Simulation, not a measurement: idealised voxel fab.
Process module name: voxel transistor to metal
Displayed cross-section: cut, width of 265 nm, square cells sized 5 nm.
Cross-section layout: square cells on a grid; listed as bands, top to bottom; a band spans one or more cell rows. Basically the band line says how high the top is and how high the bottom is, in nm, and then what's in it from left to right, every material with its width in nm. Empty space shows up as "air", and if a single material carries "everywhere" it runs the full band edge to edge. Note: height 0 marks the level under which the wafer is uniformly one material as received. Lowest band unbounded below, written "0..down". A width such as "30->40" changes by the same amount from each row of cells to the next, from the band's top row to its bottom row. Reading "same as before" for a step: not a cell of the cross-section changed in it. What "Enclosed void inventory" gives you is every empty space of 8 cells or more that is cut off from the top. Each appears as width x height at distance, with the distance taken from the left edge and width, height and distance all in nm. The remark found on a step's line after its settings is issued by the simulator itself and pertains to that step. overlay nm: right-of-plan distance of the mask on a masked step; negative values mean left-of-plan.

**These are the steps we planned for the process**
1: op RECEIVE | material Si
2: op OXIDIZE | depth nm 5
3: op CONFORMAL_DEP | material SiN | thk nm 10
4: op PATTERN | tone cover | mask id ACTIVE | material resist | width nm 100 | pitch nm 125 | thk nm 20 | overlay nm 0
5: op DIRECTIONAL_ETCH | etch materials SiN | depth nm 10
6: op DIRECTIONAL_ETCH | etch materials SiO2 | depth nm 5
7: op DIRECTIONAL_ETCH | etch materials Si | depth nm 20
8: op STRIP | etch materials resist
9: op OXIDIZE | depth nm 5
10: op FILL_DEP | material SiO2 | thk nm 10
11: op CMP | height nm 10
12: op SELECTIVE_ETCH | etch materials SiO2 | depth nm 10
13: op STRIP | etch materials SiN
14: op SELECTIVE_ETCH | etch materials SiO2 | depth nm 5
15: op OXIDIZE | depth nm 5
16: op DIRECTIONAL_DEP | material polySi | thk nm 30
17: op DIRECTIONAL_DEP | material SiCN | thk nm 10
18: op MASKED_ETCH | tone cover | mask id GATE | width nm 20 | pitch nm 125 | etch materials SiCN | depth nm 20 | overlay nm 0
19: op MASKED_ETCH | tone cover | mask id GATE | width nm 20 | pitch nm 125 | etch materials polySi | depth nm 40 | overlay nm 0
20: op CONFORMAL_DEP | material SiN | thk nm 5
21: op DIRECTIONAL_ETCH | etch materials SiN | depth nm 5
22: op DIRECTIONAL_ETCH | etch materials SiO2 | depth nm 5
23: op EPI | material nSi | thk nm 5
24: op FILL_DEP | material SiO2 | thk nm 5
25: op CMP | height nm 35
26: op DIRECTIONAL_DEP | material SiO2 | thk nm 15
27: op MASKED_ETCH | tone open | mask id CONTACT | width nm 15 | etch materials SiO2 | depth nm 55 | overlay nm 0
28: op CONFORMAL_DEP | material TiN | thk nm 5
29: op FILL_DEP | material W | thk nm 10
30: op CMP | height nm 50
31: op CONFORMAL_DEP | material SiN | thk nm 5
32: op DIRECTIONAL_DEP | material lowk | thk nm 15
33: op PATTERN | tone open | mask id METAL_1 | material resist | width nm 15 | thk nm 15 | overlay nm 0
34: op DIRECTIONAL_ETCH | etch materials lowk | depth nm 15
35: op DIRECTIONAL_ETCH | etch materials SiN | depth nm 5
36: op STRIP | etch materials resist
37: op CONFORMAL_DEP | material TiN | thk nm 5
38: op FILL_DEP | material Ru | thk nm 10
39: op CMP | height nm 70
40: op EPI | material Ru | thk nm 5
41: op FILL_DEP | material SiCN | thk nm 5
42: op DIRECTIONAL_DEP | material lowk | thk nm 35
43: op DIRECTIONAL_DEP | material aC | thk nm 15
44: op PATTERN | tone open | mask id METAL_2 | material resist | width nm 15 | pitch nm 125 | thk nm 30 | overlay nm 0
45: op DIRECTIONAL_ETCH | etch materials aC | depth nm 15
46: op STRIP | etch materials resist
47: op DIRECTIONAL_ETCH | etch materials lowk | depth nm 20
48: op STRIP | etch materials aC
49: op PATTERN | tone open | mask id METAL_2_HOLES | material resist | width nm 15 | pitch nm 125 | thk nm 15 | overlay nm 0
50: op DIRECTIONAL_ETCH | etch materials lowk | depth nm 15
51: op DIRECTIONAL_ETCH | etch materials SiCN | depth nm 5
52: op STRIP | etch materials resist
53: op CONFORMAL_DEP | material TiN | thk nm 5
54: op FILL_DEP | material Ru | thk nm 5
55: op CMP | height nm 115
56: op CONFORMAL_DEP | material SiN | thk nm 5

**Delivered wafer in cross-section: state after step 1**
  0..down = Si everywhere
  Enclosed void inventory: none

**The following cross-section depicts the wafer upon conclusion of the module. Processing commenced from the starting condition illustrated above and adhered to the plan illustrated above, save for one mistake in execution**
  125..120 = SiN everywhere
  120..115 = 35 nm TiN, 5 nm Ru, 120 nm TiN, 5 nm Ru, 100 nm TiN
  115..80 = 30 nm lowk, 5 nm TiN, 5 nm Ru, 5 nm TiN, 110 nm lowk, 5 nm TiN, 5 nm Ru, 5 nm TiN, 95 nm lowk
  80..75 = 30 nm SiCN, 15 nm TiN, 110 nm SiCN, 15 nm TiN, 95 nm SiCN
  75..70 = 25 nm SiCN, 25 nm Ru, 40 nm SiCN, 25 nm Ru, 35 nm SiCN, 25 nm Ru, 40 nm SiCN, 25 nm Ru, 25 nm SiCN
  70..55 = 30 nm lowk, 5 nm TiN, 5 nm Ru, 5 nm TiN, 50 nm lowk, 5 nm TiN, 5 nm Ru, 5 nm TiN, 45 nm lowk, 5 nm TiN, 5 nm Ru, 5 nm TiN, 50 nm lowk, 5 nm TiN, 5 nm Ru, 5 nm TiN, 30 nm lowk
  55..50 = 30 nm SiN, 15 nm TiN, 50 nm SiN, 15 nm TiN, 45 nm SiN, 15 nm TiN, 50 nm SiN, 15 nm TiN, 30 nm SiN
  50..35 = 30 nm SiO2, 5 nm TiN, 5 nm W, 5 nm TiN, 50 nm SiO2, 5 nm TiN, 5 nm W, 5 nm TiN, 45 nm SiO2, 5 nm TiN, 5 nm W, 5 nm TiN, 50 nm SiO2, 5 nm TiN, 5 nm W, 5 nm TiN, 30 nm SiO2
  35..25 = 30 nm SiO2, 5 nm TiN, 5 nm W, 5 nm TiN, 10 nm SiO2, 5 nm SiN, 20 nm SiCN, 5 nm SiN, 10 nm SiO2, 5 nm TiN, 5 nm W, 5 nm TiN, 45 nm SiO2, 5 nm TiN, 5 nm W, 5 nm TiN, 10 nm SiO2, 5 nm SiN, 20 nm SiCN, 5 nm SiN, 10 nm SiO2, 5 nm TiN, 5 nm W, 5 nm TiN, 30 nm SiO2
  25..0 = 30 nm SiO2, 5 nm TiN, 5 nm W, 5 nm TiN, 10 nm SiO2, 5 nm SiN, 20 nm polySi, 5 nm SiN, 10 nm SiO2, 5 nm TiN, 5 nm W, 5 nm TiN, 45 nm SiO2, 5 nm TiN, 5 nm W, 5 nm TiN, 10 nm SiO2, 5 nm SiN, 20 nm polySi, 5 nm SiN, 10 nm SiO2, 5 nm TiN, 5 nm W, 5 nm TiN, 30 nm SiO2
  0..-5 = 30 nm SiO2, 15 nm TiN, 10 nm SiO2, 5 nm SiN, 20 nm polySi, 5 nm SiN, 10 nm SiO2, 15 nm TiN, 45 nm SiO2, 15 nm TiN, 10 nm SiO2, 5 nm SiN, 20 nm polySi, 5 nm SiN, 10 nm SiO2, 15 nm TiN, 30 nm SiO2
  -5..-10 = 20 nm SiO2, 35 nm nSi, 30 nm SiO2, 35 nm nSi, 25 nm SiO2, 35 nm nSi, 30 nm SiO2, 35 nm nSi, 20 nm SiO2
  -10..-30 = 25 nm SiO2, 90 nm Si, 35 nm SiO2, 90 nm Si, 25 nm SiO2
  -30..down = Si everywhere
  Enclosed void inventory: none
Heads up, the wafer didn't run the way we planned it: step 55 went in with a setting other than planned; the actual run was op CMP | height nm 120
